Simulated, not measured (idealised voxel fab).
The following is a process module called voxel local oxidation.
Displayed cross-section: cut, width of 165 nm, square cells sized 5 nm.
Cross-sections here: square-cell grids, written as top-down lists of bands, a band being one or more rows of cells. Band: top and bottom heights (nm) first, top before bottom; then materials from left to right, widths in nm. "all across" marks a sole material filling the band edge to edge. "blank" denotes empty space. Convention: height 0 is the level below which the wafer, as received, is all one material. The lowest band does not terminate at the bottom but continues downward, represented as "top 0, no bottom". Think of "30->40" as a width that walks from the first number to the second as you go down the band, top row to bottom row, taking equal-sized steps from row to row. "everything unchanged", as given for a step, is the statement that not any cell of the cross-section underwent a change during that step. If an empty space has no open way to the top and is at least 8 cells in size, "Catalogued sealed voids" lists it, written width x height at distance, where distance is measured from the left edge and every value is in nm. Past the settings on a step's line: simulator remark, on that step. Among the settings permitted on a step's line is "overlay nm"; applied to a step with a mask, it specifies the extent to which the mask lay to the right of its planned position, whereas a negative figure signifies a position to the left.

### Steps in the process plan
1) RECEIVE: material Si
2) OXIDIZE: depth nm 5
3) CONFORMAL_DEP: material SiN, thk nm 10
4) PATTERN: tone cover, mask id ACTIVE, material resist, width nm 105, thk nm 15, overlay nm 0
5) DIRECTIONAL_ETCH: etch materials SiN, depth nm 10
6) STRIP: etch materials resist
7) SELECTIVE_ETCH: etch materials SiO2, depth nm 5
8) OXIDIZE: depth nm 15
9) STRIP: etch materials SiN

### Cross-section of the wafer upon arrival, representing the state reached after step 1
- top 0, no bottom  Si all across
- Catalogued sealed voids: none

### Module complete, cross-section. Starting point and plan per above. One mistake made in running the module
- top -5, bottom -20  blank 50, Si 65, blank 50
- top -20, no bottom  Si all across
- Catalogued sealed voids: none
Where did the run depart from the plan? step 9 ran as: STRIP: etch materials SiO2
